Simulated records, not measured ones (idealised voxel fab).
Module name: voxel gate over fins (process module)
In the cross-section labelled cut, the width is 205 nm and each square cell is 5 nm.
Reading order for cross-sections: top band down to bottom band. Underlying form: a grid of square cells. Band size: one or more rows of cells.
For a band, the entry starts with two heights in nm, that of the top and then that of the bottom, and carries on with the band's materials in order from left to right, each alongside its width in nm; the word "everywhere" beside a single material means it fills the band edge to edge, and "air" means empty space.
Measure heights from 0. That's the level where, below it, the as-received wafer is all one material. The lowest band is bottomless and extends downward; write it as in "from 0 down".
Width "30..40": first value at the band's top row of cells, second value at its bottom row, equal change from row to row.
Step note "remained unchanged" = no cross-section cell changed.
"Voids, fully enclosed": empty spaces of 8 cells or more with no open way to the top, each given as width x height at distance, distance from the left edge, all in nm.
On each step's line, the part that comes after the settings is the simulator's own comment on the step.
"overlay nm" on a masked step: distance the mask lay right of its planned place, negative for left.

## This section lists the process steps that were planned
- 1: RECEIVE | material Si
- 2: CONFORMAL_DEP | material SiN | thk nm 10
- 3: PATTERN | tone cover | mask id FINS | material resist | width nm 15 | pitch nm 45 | thk nm 20 | overlay nm 0
- 4: DIRECTIONAL_ETCH | etch materials SiN | depth nm 10
- 5: DIRECTIONAL_ETCH | etch materials Si | depth nm 35
- 6: STRIP | etch materials resist
- 7: FILL_DEP | material SiO2 | thk nm 10
- 8: CMP | height nm 10
- 9: SELECTIVE_ETCH | etch materials SiO2 | depth nm 20
- 10: STRIP | etch materials SiN
- 11: CONFORMAL_DEP | material HfO2 | thk nm 5
- 12: CONFORMAL_DEP | material TiN | thk nm 5
- 13: FILL_DEP | material W | thk nm 15
- 14: CMP | height nm 20
- 15: CONFORMAL_DEP | material SiCN | thk nm 10

## Concerning the first of two wafers, which was run in accordance with the plan

## Step 1 complete: cross-section of the wafer as received
    from 0 down = Si everywhere
    Voids, fully enclosed: none

## Once step 2 is through, the wafer looks like this in cross-section
    from 10 to 0 = SiN everywhere
    Anything lower than 0 is untouched.

## Once step 3 is through, the wafer looks like this in cross-section
    from 30 to 10 = 25 of air; 15 of resist; 30 of air; 15 of resist; 30 of air; 15 of resist; 30 of air; 15 of resist; 30 of air
    Anything lower than 10 is untouched.

## Once step 4 is through, the wafer looks like this in cross-section
    from 30 to 10 = 25 of air; 15 of resist; 30 of air; 15 of resist; 30 of air; 15 of resist; 30 of air; 15 of resist; 30 of air
    from 10 to 0 = 25 of air; 15 of SiN; 30 of air; 15 of SiN; 30 of air; 15 of SiN; 30 of air; 15 of SiN; 30 of air
    Anything lower than 0 is untouched.

## Once step 5 is through, the wafer looks like this in cross-section
    from 30 to 10 = 25 of air; 15 of resist; 30 of air; 15 of resist; 30 of air; 15 of resist; 30 of air; 15 of resist; 30 of air
    from 10 to 0 = 25 of air; 15 of SiN; 30 of air; 15 of SiN; 30 of air; 15 of SiN; 30 of air; 15 of SiN; 30 of air
    from 0 to -35 = 25 of air; 15 of Si; 30 of air; 15 of Si; 30 of air; 15 of Si; 30 of air; 15 of Si; 30 of air
    Anything lower than -35 is untouched.

## Once step 6 is through, the wafer looks like this in cross-section
    from 10 to 0 = 25 of air; 15 of SiN; 30 of air; 15 of SiN; 30 of air; 15 of SiN; 30 of air; 15 of SiN; 30 of air
    Anything lower than 0 is untouched.

## Once step 7 is through, the wafer looks like this in cross-section
    from 20 to 10 = SiO2 everywhere
    from 10 to 0 = 25 of SiO2; 15 of SiN; 30 of SiO2; 15 of SiN; 30 of SiO2; 15 of SiN; 30 of SiO2; 15 of SiN; 30 of SiO2
    from 0 to -35 = 25 of SiO2; 15 of Si; 30 of SiO2; 15 of Si; 30 of SiO2; 15 of Si; 30 of SiO2; 15 of Si; 30 of SiO2
    Anything lower than -35 is untouched.

## Once step 8 is through, the wafer looks like this in cross-section
    from 10 to 0 = 25 of SiO2; 15 of SiN; 30 of SiO2; 15 of SiN; 30 of SiO2; 15 of SiN; 30 of SiO2; 15 of SiN; 30 of SiO2
    Anything lower than 0 is untouched.

## Once step 9 is through, the wafer looks like this in cross-section
    from 10 to 0 = 25 of air; 15 of SiN; 30 of air; 15 of SiN; 30 of air; 15 of SiN; 30 of air; 15 of SiN; 30 of air
    from 0 to -10 = 25 of air; 15 of Si; 30 of air; 15 of Si; 30 of air; 15 of Si; 30 of air; 15 of Si; 30 of air
    Anything lower than -10 is untouched.

## Once step 10 is through, the wafer looks like this in cross-section
    from 0 to -10 = 25 of air; 15 of Si; 30 of air; 15 of Si; 30 of air; 15 of Si; 30 of air; 15 of Si; 30 of air
    Anything lower than -10 is untouched.

## Once step 11 is through, the wafer looks like this in cross-section
    from 5 to 0 = 20 of air; 25 of HfO2; 20 of air; 25 of HfO2; 20 of air; 25 of HfO2; 20 of air; 25 of HfO2; 25 of air
    from 0 to -5 = 20 of air; 5 of HfO2; 15 of Si; 5 of HfO2; 20 of air; 5 of HfO2; 15 of Si; 5 of HfO2; 20 of air; 5 of HfO2; 15 of Si; 5 of HfO2; 20 of air; 5 of HfO2; 15 of Si; 5 of HfO2; 25 of air
    from -5 to -10 = 25 of HfO2; 15 of Si; 30 of HfO2; 15 of Si; 30 of HfO2; 15 of Si; 30 of HfO2; 15 of Si; 30 of HfO2
    Anything lower than -10 is untouched.

## Once step 12 is through, the wafer looks like this in cross-section
    from 10 to 5 = 15 of air; 35 of TiN; 10 of air; 35 of TiN; 10 of air; 35 of TiN; 10 of air; 35 of TiN; 20 of air
    from 5 to 0 = 15 of air; 5 of TiN; 25 of HfO2; 5 of TiN; 10 of air; 5 of TiN; 25 of HfO2; 5 of TiN; 10 of air; 5 of TiN; 25 of HfO2; 5 of TiN; 10 of air; 5 of TiN; 25 of HfO2; 5 of TiN; 20 of air
    from 0 to -5 = 20 of TiN; 5 of HfO2; 15 of Si; 5 of HfO2; 20 of TiN; 5 of HfO2; 15 of Si; 5 of HfO2; 20 of TiN; 5 of HfO2; 15 of Si; 5 of HfO2; 20 of TiN; 5 of HfO2; 15 of Si; 5 of HfO2; 25 of TiN
    Anything lower than -5 is untouched.

## Once step 13 is through, the wafer looks like this in cross-section
    from 25 to 10 = W everywhere
    from 10 to 5 = 15 of W; 35 of TiN; 10 of W; 35 of TiN; 10 of W; 35 of TiN; 10 of W; 35 of TiN; 20 of W
    from 5 to 0 = 15 of W; 5 of TiN; 25 of HfO2; 5 of TiN; 10 of W; 5 of TiN; 25 of HfO2; 5 of TiN; 10 of W; 5 of TiN; 25 of HfO2; 5 of TiN; 10 of W; 5 of TiN; 25 of HfO2; 5 of TiN; 20 of W
    Anything lower than 0 is untouched.

## Once step 14 is through, the wafer looks like this in cross-section
    from 20 to 10 = W everywhere
    Anything lower than 10 is untouched.

## Once step 15 is through, the wafer looks like this in cross-section
    from 30 to 20 = SiCN everywhere
    Anything lower than 20 is untouched.

## The second wafer began exactly as the first did and followed the same plan, but one mistake was made while running it; through step 1 inclusive, the two wafers are identical

## Second wafer at the planned finish of step 2, seen in cross-section
    from 10 to 0 = W everywhere
    Anything lower than 0 is untouched.

## Second wafer at the planned finish of step 3, seen in cross-section
    from 30 to 10 = 25 of air; 15 of resist; 30 of air; 15 of resist; 30 of air; 15 of resist; 30 of air; 15 of resist; 30 of air
    Anything lower than 10 is untouched.

Second wafer at the planned finish of step 4, seen in cross-section: remained unchanged

Second wafer at the planned finish of step 5, seen in cross-section: remained unchanged

## Second wafer at the planned finish of step 6, seen in cross-section
    from 10 to 0 = W everywhere
    Anything lower than 0 is untouched.

## Second wafer at the planned finish of step 7, seen in cross-section
    from 20 to 10 = SiO2 everywhere
    Anything lower than 10 is untouched.

## Second wafer at the planned finish of step 8, seen in cross-section
    from 10 to 0 = W everywhere
    Anything lower than 0 is untouched.

Second wafer at the planned finish of step 9, seen in cross-section: remained unchanged

Second wafer at the planned finish of step 10, seen in cross-section: remained unchanged

## Second wafer at the planned finish of step 11, seen in cross-section
    from 15 to 10 = HfO2 everywhere
    Anything lower than 10 is untouched.

## Second wafer at the planned finish of step 12, seen in cross-section
    from 20 to 15 = TiN everywhere
    Anything lower than 15 is untouched.

## Second wafer at the planned finish of step 13, seen in cross-section
    from 35 to 20 = W everywhere
    Anything lower than 20 is untouched.

## Second wafer at the planned finish of step 14, seen in cross-section
    from 20 to 15 = TiN everywhere
    Anything lower than 15 is untouched.

## Second wafer at the planned finish of step 15, seen in cross-section
    from 30 to 20 = SiCN everywhere
    Anything lower than 20 is untouched.
What was the processing mistake? heads up, step 2 didn't go per plan, it actually ran as CONFORMAL_DEP | material W | thk nm 10
At the finish, the second wafer shows more or fewer cells for some materials than the first does: HfO2: 16 fewer; Si: 203 more; SiO2: 145 fewer; TiN: 16 fewer; W: 26 fewer
